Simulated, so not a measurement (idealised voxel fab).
Process module name: voxel self aligned vias
Xsec cut, 160 nm wide, square cell size 5 nm.
In this document a cross-section is written as a grid of square cells. It is given as a series of bands, listed from the top down, and a band is one or more rows of cells.
What a band's entry tells you: where the top is and where the bottom is, as heights in nm, and after that what lies inside, material by material from left to right, each with its width in nm. Empty space is written as the word "air", and a single material marked with the word "throughout" occupies the band from edge to edge.
Heads up on the height convention: 0 is the point under which the incoming wafer is all one material, and the lowest band has no bottom, it just keeps going down, like "0 and below".
Width "30..40": first value at the band's top row of cells, second value at its bottom row, equal change from row to row.
Key: "identical to before" - step with no changed cell in the cross-section.
Listed in "Closed void listing": every empty space of 8 or more cells without an open way to the top. Form: width x height at distance, the distance being from the left edge, all in nm.
Step line, after settings: the simulator's comment on this step.
Regarding "overlay nm": on a step with a mask, it is the distance the mask lay to the right of its planned place; a negative value places it to the left.
Planned process steps
step 1: RECEIVE: material Si
step 2: CONFORMAL_DEP: material SiO2, thk nm 10
step 3: CONFORMAL_DEP: material SiCN, thk nm 5
step 4: DIRECTIONAL_DEP: material lowk, thk nm 25
step 5: DIRECTIONAL_DEP: material aC, thk nm 15
step 6: PATTERN: tone open, mask id LINES, material resist, width nm 25, pitch nm 55, thk nm 30, overlay nm 0
step 7: DIRECTIONAL_ETCH: etch materials aC, depth nm 15
step 8: STRIP: etch materials resist
step 9: DIRECTIONAL_ETCH: etch materials lowk, depth nm 25
step 10: STRIP: etch materials aC
step 11: CONFORMAL_DEP: material TiN, thk nm 5
step 12: FILL_DEP: material Ru, thk nm 5
step 13: CMP: height nm 40
step 14: SELECTIVE_ETCH: etch materials W Ru TiN, depth nm 5
step 15: FILL_DEP: material SiN, thk nm 10
step 16: CMP: height nm 40
step 17: DIRECTIONAL_DEP: material lowk, thk nm 15
step 18: PATTERN: tone open, mask id VIAS, material resist, width nm 35, pitch nm 55, thk nm 15, overlay nm 0
step 19: DIRECTIONAL_ETCH: etch materials lowk, depth nm 15
step 20: DIRECTIONAL_ETCH: etch materials SiN, depth nm 5
step 21: STRIP: etch materials resist
step 22: CONFORMAL_DEP: material TiN, thk nm 5
step 23: FILL_DEP: material W, thk nm 10
step 24: CMP: height nm 55
step 25: CONFORMAL_DEP: material SiN, thk nm 5
Here's what the wafer looked like in cross-section when it arrived - that's after step 1
    0 and below | Si throughout
    Closed void listing: none
Post-module cross-section of the first of two wafers (run per plan)
    60 down to 55 | SiN throughout
    55 down to 45 | lowk (35); TiN (5); W (25); TiN (5); lowk (20); TiN (5); W (25); TiN (5); lowk (35)
    45 down to 40 | lowk (35); TiN (10); W (15); TiN (10); lowk (20); TiN (10); W (15); TiN (10); lowk (35)
    40 down to 35 | lowk (40); TiN (25); lowk (30); TiN (25); lowk (40)
    35 down to 20 | lowk (40); TiN (5); Ru (15); TiN (5); lowk (30); TiN (5); Ru (15); TiN (5); lowk (40)
    20 down to 15 | lowk (40); TiN (25); lowk (30); TiN (25); lowk (40)
    15 down to 10 | SiCN throughout
    10 down to 0 | SiO2 throughout
    0 and below | Si throughout
    Closed void listing: none
second wafer at the end: like start, like plan, one mistake
    60 down to 55 | SiN throughout
    55 down to 40 | lowk (35); TiN (5); W (25); TiN (5); lowk (20); TiN (5); W (25); TiN (5); lowk (35)
    40 down to 35 | lowk (35); TiN (35); lowk (20); TiN (35); lowk (35)
    35 down to 25 | lowk (35); TiN (10); Ru (15); TiN (10); lowk (20); TiN (10); Ru (15); TiN (10); lowk (35)
    25 down to 20 | lowk (40); TiN (5); Ru (15); TiN (5); lowk (30); TiN (5); Ru (15); TiN (5); lowk (40)
    20 down to 15 | lowk (40); TiN (25); lowk (30); TiN (25); lowk (40)
    15 down to 10 | SiCN throughout
    10 down to 0 | SiO2 throughout
    0 and below | Si throughout
    Closed void listing: none
Deviation noted in wafer processing: step 19 of the plan saw execution twice
Per the end-of-run cell counts, the second wafer holds more or fewer of some materials than the first: 8 more of TiN | 4 more of W | 12 fewer of lowk
